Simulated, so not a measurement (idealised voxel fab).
Process module in this document: voxel self aligned contacts
The cross-section on display is named cut; it measures 235 nm wide, and its cells are 5 nm squares.
Throughout this document, each cross-section is represented as a grid of square cells and is presented as a sequence of bands enumerated from the top downward, where a band comprises one or more rows of cells. Band entry format. Leading values: height of top, height of bottom, nm. Remainder: materials in left-to-right order, each with its width in nm. Special words: "edge to edge" on a single material, which then fills the band edge to edge; "empty", empty space. For the purposes of this specification, 0 denotes the height below which the wafer in its as-received condition is composed wholly of one material, and the lowermost band, lacking a lower limit, extends downward without end, as expressed in "z 0 and below". The expression "30->40" gives the width at the extremes of the band, the first number at its top row of cells and the second at its bottom row, with the width changing by equal amounts from each row to the next in between. The cross-section has no changed cell in any step marked "all unchanged". Entry "Unvented cavities" = empty spaces >= 8 cells with no open way to the top; each as width x height at distance, distance from left edge, all nm. Past the settings on a step's line: simulator remark, on that step. overlay nm: on a step with a mask, how far right of its planned place the mask lay; negative means left.

### So here's the lineup of process steps we planned
| 1 | RECEIVE,material Si |
| 2 | CONFORMAL_DEP,material SiO2,thk nm 5 |
| 3 | DIRECTIONAL_DEP,material polySi,thk nm 30 |
| 4 | DIRECTIONAL_DEP,material SiN,thk nm 20 |
| 5 | DIRECTIONAL_DEP,material aC,thk nm 10 |
| 6 | PATTERN,tone cover,mask id GATE,material resist,width nm 30,pitch nm 65,thk nm 25,overlay nm 0 |
| 7 | DIRECTIONAL_ETCH,etch materials aC,depth nm 10 |
| 8 | STRIP,etch materials resist |
| 9 | DIRECTIONAL_ETCH,etch materials SiN,depth nm 20 |
| 10 | DIRECTIONAL_ETCH,etch materials polySi,depth nm 30 |
| 11 | STRIP,etch materials aC |
| 12 | CONFORMAL_DEP,material SiN,thk nm 10 |
| 13 | DIRECTIONAL_ETCH,etch materials SiN,depth nm 10 |
| 14 | FILL_DEP,material SiO2,thk nm 15 |
| 15 | CMP,height nm 65 |
| 16 | PATTERN,tone open,mask id CONTACT,material resist,width nm 45,thk nm 20,overlay nm 0 |
| 17 | DIRECTIONAL_ETCH,etch materials SiO2,depth nm 65 |
| 18 | STRIP,etch materials resist |
| 19 | CONFORMAL_DEP,material TiN,thk nm 5 |
| 20 | FILL_DEP,material Ru,thk nm 5 |
| 21 | CMP,height nm 65 |
| 22 | CONFORMAL_DEP,material SiN,thk nm 5 |

### Cross-section: wafer on arrival = after step 1
    z 0 and below  Si edge to edge
    Unvented cavities: none

### Wafer cross-section at module end: first of two, run to plan
    z 70 to 65  SiN edge to edge
    z 65 to 55  SiO2: 95, then TiN: 5->20, then Ru: 35->5, then TiN: 5->20, then SiO2: 95
    z 55 to 35  SiO2: 60, then SiN: 50, then TiN: 5, then Ru: 5, then TiN: 5, then SiN: 50, then SiO2: 60
    z 35 to 5  SiO2: 60, then SiN: 10, then polySi: 30, then SiN: 10, then TiN: 5, then Ru: 5, then TiN: 5, then SiN: 10, then polySi: 30, then SiN: 10, then SiO2: 60
    z 5 to 0  SiO2: 110, then TiN: 15, then SiO2: 110
    z 0 and below  Si edge to edge
    Unvented cavities: none

### Second wafer cross-section at end of module - shared start and plan with the first, one mistake in the run
    z 70 to 65  SiN edge to edge
    z 65 to 55  SiO2: 95, then TiN: 5, then Ru: 35, then TiN: 5, then SiO2: 95
    z 55 to 50  SiO2: 95, then TiN: 20, then Ru: 5, then TiN: 20, then SiO2: 95
    z 50 to 30  SiO2: 60, then SiN: 50, then TiN: 5, then Ru: 5, then TiN: 5, then SiN: 50, then SiO2: 60
    z 30 to 5  SiO2: 60, then SiN: 10, then polySi: 30, then SiN: 10, then TiN: 5, then Ru: 5, then TiN: 5, then SiN: 10, then polySi: 30, then SiN: 10, then SiO2: 60
    z 5 to 0  SiO2: 60, then SiN: 10, then polySi: 30, then SiN: 10, then TiN: 15, then SiN: 10, then polySi: 30, then SiN: 10, then SiO2: 60
    z 0 and below  Si edge to edge
    Unvented cavities: none
Misprocessing identified: step 2 of the plan was jumped over and never run
Final difference in cells, second wafer against first, listed per material as more or fewer: Ru: 6 more | SiO2: 6 fewer
